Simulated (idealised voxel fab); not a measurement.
process module | voxel double patterning
cross-section cut | 290 nm wide | cells 5 nm
A cross-section is a grid of square cells, given in bands from the top down. A band is one or more rows of cells.
Each band's line starts with the height of the band's top and of its bottom, in nm. Then come its materials from left to right, each with its width in nm. One material with "throughout" fills the band from edge to edge. "air" is empty space.
Height 0 is the level under which the wafer as received is all one material. The lowest band goes on downwards, as in "0 down".
A width such as "30 to 40" changes by the same amount from each row of cells to the next, from the band's top row to its bottom row.
"no change" after a step means that no cell of the cross-section changed.
closed voids: empty space of 8 cells or more with no open way to the top, each as width x height at its distance from the left edge, in nm
after a step's settings: what the simulator itself notes on the step
overlay nm, on a step with a mask: how far to the right of its planned place the mask lay; to the left if negative
plan
1 op RECEIVE | material Si
2 op CONFORMAL_DEP | material SiO2 | thk nm 5
3 op DIRECTIONAL_DEP | material polySi | thk nm 10
4 op DIRECTIONAL_DEP | material SiCN | thk nm 5
5 op PATTERN | tone open | mask id FIRST | material resist | width nm 15 | pitch nm 50 | thk nm 20 | overlay nm 0
6 op DIRECTIONAL_ETCH | etch materials SiCN | depth nm 5
7 op STRIP | etch materials resist
8 op PATTERN | tone open | mask id SECOND | material resist | width nm 15 | thk nm 15 | overlay nm 0
9 op DIRECTIONAL_ETCH | etch materials SiCN | depth nm 5
10 op STRIP | etch materials resist
11 op DIRECTIONAL_ETCH | etch materials polySi | depth nm 10
12 op STRIP | etch materials SiCN
as received, after step 1
  0 down: Si throughout
  closed voids: none
a wafer at the end: this start, this plan, one mistake
  15 to 5: polySi 110 | air 15 | polySi 20 | air 30 | polySi 115
  5 to 0: SiO2 throughout
  0 down: Si throughout
  closed voids: none
what went wrong: step 8 ran as: op PATTERN | tone open | mask id SECOND | material resist | width nm 15 | thk nm 15 | overlay nm 10
